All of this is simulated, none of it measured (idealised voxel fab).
Name of the process module below: voxel ribs on slabs
Section shown: cut. Width: 205 nm. Cell size: 5 nm, square.
In what follows, cross-sections appear as grids of square cells, described through bands that run from the top down, where every band is one or more rows of cells.
Per band: top height and bottom height in nm, followed by the left-to-right materials and their widths in nm; "everywhere" marks a single material spanning edge to edge, "empty" marks empty space.
Measure heights from 0. That's the level where, below it, the as-received wafer is all one material. The lowest band is bottomless and extends downward; write it as in "z 0 and below".
So if you see something like "30..40" for the width, read it as the top row of the band sitting at the first number and the bottom row at the second, with every row in between moving by the same amount as the last.
For the purposes of this document, the phrase "remained unchanged" attached to a step denotes that no cell within the cross-section was modified by that step.
Voids not open to the top, 8 cells minimum: see "Closed-off voids". Written width x height at distance; distance is from the left edge; nm.
That trailing text on a step's line, after the settings, is the simulator's own remark on the step.
The optional step-line setting "overlay nm" applies to steps with a mask and quantifies how far to the right of its planned location the mask lay, a negative value indicating leftward placement.
Process steps (planned)
1 RECEIVE: material Si
2 DIRECTIONAL_DEP: material SiO2, thk nm 25
3 DIRECTIONAL_DEP: material polySi, thk nm 15
4 DIRECTIONAL_DEP: material aC, thk nm 15
5 PATTERN: tone cover, mask id RIB, material resist, width nm 25, thk nm 35, overlay nm 0
6 DIRECTIONAL_ETCH: etch materials aC, depth nm 15
7 STRIP: etch materials resist
8 DIRECTIONAL_ETCH: etch materials polySi, depth nm 5
9 STRIP: etch materials aC
10 DIRECTIONAL_DEP: material aC, thk nm 15
11 PATTERN: tone cover, mask id SLAB, material resist, width nm 85, thk nm 30, overlay nm 0
12 DIRECTIONAL_ETCH: etch materials aC, depth nm 15
13 STRIP: etch materials resist
14 DIRECTIONAL_ETCH: etch materials polySi, depth nm 10
15 STRIP: etch materials aC
16 FILL_DEP: material SiO2, thk nm 15
17 CMP: height nm 50
18 DIRECTIONAL_DEP: material TiN, thk nm 10
19 DIRECTIONAL_DEP: material aC, thk nm 15
20 PATTERN: tone cover, mask id HEATER, material resist, width nm 35, thk nm 35, overlay nm 0
21 DIRECTIONAL_ETCH: etch materials aC, depth nm 15
22 STRIP: etch materials resist
23 DIRECTIONAL_ETCH: etch materials TiN, depth nm 10
24 STRIP: etch materials aC
25 CONFORMAL_DEP: material SiN, thk nm 10
Incoming wafer, cross-sectional view, post step 1
* z 0 and below: Si everywhere
* Closed-off voids: none
Module complete - cross-section of the first of two wafers, run according to plan
* z 70 to 60: empty: 75 | SiN: 55 | empty: 75
* z 60 to 50: SiN: 85 | TiN: 35 | SiN: 85
* z 50 to 40: SiO2 everywhere
* z 40 to 35: SiO2: 90 | polySi: 25 | SiO2: 90
* z 35 to 25: SiO2: 60 | polySi: 85 | SiO2: 60
* z 25 to 0: SiO2 everywhere
* z 0 and below: Si everywhere
* Closed-off voids: none
This is the second of the two wafers, cross-sectioned at the end of the module; it started exactly like the first and was given the same plan, but it was run with one mistake
* z 60 to 50: empty: 85 | TiN: 35 | empty: 85
* z 50 to 40: SiO2 everywhere
* z 40 to 35: SiO2: 90 | polySi: 25 | SiO2: 90
* z 35 to 25: SiO2: 60 | polySi: 85 | SiO2: 60
* z 25 to 0: SiO2 everywhere
* z 0 and below: Si everywhere
* Closed-off voids: none
Error vs. plan: plan step 25 never ran because it was skipped
Final comparison by cell count, materials where the second wafer has more or fewer than the first: 90 fewer of SiN
